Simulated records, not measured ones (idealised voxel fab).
The name of this process module is voxel released beams.
For reference, the cross-section in this document is cut, with width 150 nm and square cells of 5 nm.
Reading order for cross-sections: top band down to bottom band. Underlying form: a grid of square cells. Band size: one or more rows of cells.
What a band's entry tells you: where the top is and where the bottom is, as heights in nm, and after that what lies inside, material by material from left to right, each with its width in nm. Empty space is written as the word "air", and a single material marked with the word "throughout" occupies the band from edge to edge.
Measure heights from 0. That's the level where, below it, the as-received wafer is all one material. The lowest band is bottomless and extends downward; write it as in "0..down".
With a width like "30 to 40", each row of cells in the band differs from the next by the same amount, the top row carrying the first number and the bottom row the second.
Step marked "all unchanged"? Then no cell in the cross-section changed in it.
In "Closed void inventory" the enclosed voids are listed, meaning empty spaces of 8 cells or larger without any opening to the top. The form is width x height at distance, distance from the left edge, units nm.
Post-settings text on a step line: simulator's own remark regarding the step.
The line of a step may include "overlay nm". On a step with a mask, this value is how far to the right of its planned place the mask lay. A negative value means the mask lay to the left.

[Planned step list for the process]
- 1: RECEIVE,material Si
- 2: CONFORMAL_DEP,material Al2O3,thk nm 5
- 3: DIRECTIONAL_DEP,material SiO2,thk nm 20
- 4: DIRECTIONAL_DEP,material aC,thk nm 10
- 5: PATTERN,tone open,mask id ANCHOR,material resist,width nm 40,thk nm 30,overlay nm 0
- 6: DIRECTIONAL_ETCH,etch materials aC,depth nm 10
- 7: STRIP,etch materials resist
- 8: DIRECTIONAL_ETCH,etch materials SiO2,depth nm 20
- 9: STRIP,etch materials aC
- 10: CONFORMAL_DEP,material polySi,thk nm 15
- 11: PATTERN,tone cover,mask id BEAM,material resist,width nm 115,thk nm 15,overlay nm 0
- 12: DIRECTIONAL_ETCH,etch materials polySi,depth nm 15
- 13: STRIP,etch materials resist
- 14: STRIP,etch materials SiO2

[The cross-section here shows the wafer as received, i.e. in its state after step 1]
* 0..down: Si throughout
* Closed void inventory: none

[Final cross-section, module run with one mistake (start and plan as above)]
* 35..20: 15 nm air, then 20 nm polySi, then 10 nm air, then 85 nm polySi, then 20 nm air
* 20..5: 20 nm air, then 40 nm polySi, then 90 nm air
* 5..0: Al2O3 throughout
* 0..down: Si throughout
* Closed void inventory: none
Diagnosis: step 3, actual vs plan mismatch, actual run DIRECTIONAL_DEP,material SiO2,thk nm 15
